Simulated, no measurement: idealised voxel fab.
Process module heading - voxel gate over fins
The figure presents cross-section cut, which has a width of 295 nm and is divided into square cells with an edge length of 5 nm.
For the purposes of this document, a cross-section shall be understood as a grid of square cells, specified as bands listed in top-to-bottom order, each band consisting of one or more rows of cells. Basically the band line says how high the top is and how high the bottom is, in nm, and then what's in it from left to right, every material with its width in nm. Empty space shows up as "blank", and if a single material carries "full width" it runs the full band edge to edge. Heights are reckoned from 0. Under this level, the received wafer is all of one material. The bottommost band is open-ended downward, for example "0 and below". With a width like "30..40", each row of cells in the band differs from the next by the same amount, the top row carrying the first number and the bottom row the second. The cross-section has no changed cell in any step marked "remains unaltered". "Unvented internal voids" enumerates empty spaces isolated from the top, with no open way to it, that contain at least 8 cells, giving each as width x height at distance from the left edge, all three in nm. Anything after a step's settings on that line? It's the simulator's own note about the step. What "overlay nm" on a step's line means: if the step has a mask, that mask lay this far to the right of its planned place, or, when the value is negative, to the left.

**List of planned process steps**
1 RECEIVE (material Si)
2 CONFORMAL_DEP (material SiN; thk nm 5)
3 MASKED_ETCH (tone cover; mask id FINS; width nm 15; pitch nm 40; etch materials SiN; depth nm 5; overlay nm 0)
4 MASKED_ETCH (tone cover; mask id FINS; width nm 15; pitch nm 40; etch materials Si; depth nm 35; overlay nm 0)
5 OXIDIZE (depth nm 5)
6 FILL_DEP (material SiO2; thk nm 15)
7 CMP (height nm 5)
8 SELECTIVE_ETCH (etch materials SiO2; depth nm 15)
9 STRIP (etch materials SiN)
10 CONFORMAL_DEP (material HfO2; thk nm 5)
11 CONFORMAL_DEP (material TiN; thk nm 5)
12 CONFORMAL_DEP (material TiAl; thk nm 5)
13 CONFORMAL_DEP (material TiN; thk nm 5)
14 FILL_DEP (material W; thk nm 15)
15 CMP (height nm 30)
16 CONFORMAL_DEP (material SiN; thk nm 10)

**Delivered wafer in cross-section: state after step 1**
  0 and below  Si full width
  Unvented internal voids: none

**End-of-module XS, first of two wafers, run as planned**
  40 down to 30  SiN full width
  30 down to 20  W full width
  20 down to 15  W: 105 / TiN: 85 / W: 105
  15 down to 10  W: 105 / TiN: 5 / TiAl: 35 / TiN: 5 / TiAl: 35 / TiN: 5 / W: 105
  10 down to 5  TiN: 110 / TiAl: 5 / TiN: 25 / TiAl: 5 / TiN: 5 / TiAl: 5 / TiN: 25 / TiAl: 5 / TiN: 110
  5 down to 0  TiAl: 115 / TiN: 5 / HfO2: 15 / TiN: 5 / TiAl: 15 / TiN: 5 / HfO2: 15 / TiN: 5 / TiAl: 115
  0 down to -5  TiN: 120 / HfO2: 5 / Si: 5 / HfO2: 5 / TiN: 25 / HfO2: 5 / Si: 5 / HfO2: 5 / TiN: 120
  -5 down to -10  HfO2: 125 / Si: 5 / HfO2: 35 / Si: 5 / HfO2: 125
  -10 down to -40  SiO2: 125 / Si: 5 / SiO2: 35 / Si: 5 / SiO2: 125
  -40 and below  Si full width
  Unvented internal voids: none

**Cross-sectional view: second of two wafers, end of module; start and plan identical to the first, one mistake in running**
  40 down to 30  SiN full width
  30 down to 20  W full width
  20 down to 15  W: 105 / TiN: 85 / W: 105
  15 down to 10  W: 105 / TiN: 5 / TiAl: 35 / TiN: 5 / TiAl: 35 / TiN: 5 / W: 105
  10 down to 5  TiN: 110 / TiAl: 5 / HfO2: 25 / TiAl: 5 / TiN: 5 / TiAl: 5 / HfO2: 25 / TiAl: 5 / TiN: 110
  5 down to 0  TiAl: 115 / HfO2: 5 / TiN: 15 / HfO2: 5 / TiAl: 15 / HfO2: 5 / TiN: 15 / HfO2: 5 / TiAl: 115
  0 down to -5  HfO2: 120 / TiN: 5 / Si: 5 / TiN: 5 / HfO2: 25 / TiN: 5 / Si: 5 / TiN: 5 / HfO2: 120
  -5 down to -10  TiN: 125 / Si: 5 / TiN: 35 / Si: 5 / TiN: 125
  -10 down to -40  SiO2: 125 / Si: 5 / SiO2: 35 / Si: 5 / SiO2: 125
  -40 and below  Si full width
  Unvented internal voids: none
Want to know what went wrong? steps 10 and 11 got flipped, so each one ran where the other should have
So at the finish, the second wafer's got exactly as many cells of each material as the first, just not in the same spots.
